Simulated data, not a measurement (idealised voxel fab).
voxel released beams: a process module
We display cut, a cross-section 265 nm in width whose square cells are each 5 nm.
In this document a cross-section is written as a grid of square cells. It is given as a series of bands, listed from the top down, and a band is one or more rows of cells. For a band, the entry starts with two heights in nm, that of the top and then that of the bottom, and carries on with the band's materials in order from left to right, each alongside its width in nm; the word "throughout" beside a single material means it fills the band edge to edge, and "empty" means empty space. All heights in this document are referenced to 0, defined as the level beneath which the wafer, as received, consists entirely of one material. The lowest band is not bounded below; it extends indefinitely downward and is written in the form "top 0, no bottom". It should be noted that a width expressed as "30 to 40" varies in equal increments from row to row of cells within the band, taking the value of the first number at the top row and that of the second number at the bottom row. Reading "nothing changed" for a step: not a cell of the cross-section changed in it. The list in "Sealed void inventory" covers empty spaces of 8 cells or more that cannot reach the top through any open way, and it gives each as width x height at distance; the distance is from the left edge, and width, height and distance are in nm. Note: text after step settings on the step line = simulator remark on that step. You can add "overlay nm" to a step's line. For a step with a mask, it describes how far the mask lay to the right of its planned position, and a negative number describes a lay to the left.
This section lists the process steps that were planned:
1. RECEIVE | material Si
2. CONFORMAL_DEP | material SiN | thk nm 10
3. DIRECTIONAL_DEP | material SiO2 | thk nm 15
4. PATTERN | tone open | mask id ANCHOR | material resist | width nm 40 | thk nm 15 | overlay nm 0
5. DIRECTIONAL_ETCH | etch materials SiO2 | depth nm 15
6. STRIP | etch materials resist
7. CONFORMAL_DEP | material W | thk nm 15
8. DIRECTIONAL_DEP | material aC | thk nm 10
9. PATTERN | tone cover | mask id BEAM | material resist | width nm 90 | thk nm 30 | overlay nm 0
10. DIRECTIONAL_ETCH | etch materials aC | depth nm 10
11. STRIP | etch materials resist
12. DIRECTIONAL_ETCH | etch materials W | depth nm 15
13. STRIP | etch materials aC
14. STRIP | etch materials SiO2
Incoming wafer, cross-sectional view, post step 1:
    top 0, no bottom | Si throughout
    Sealed void inventory: none
What the wafer looks like in cross-section after this module, when it starts as shown above and follows the plan above but one mistake is made in running it:
    top 40, bottom 25 | empty=90  W=15  empty=10  W=65  empty=85
    top 25, bottom 10 | empty=90  W=40  empty=135
    top 10, bottom 0 | SiN throughout
    top 0, no bottom | Si throughout
    Sealed void inventory: none
Here's what went sideways: contrary to plan, step 9 was performed as PATTERN | tone cover | mask id BEAM | material resist | width nm 90 | thk nm 30 | overlay nm 5
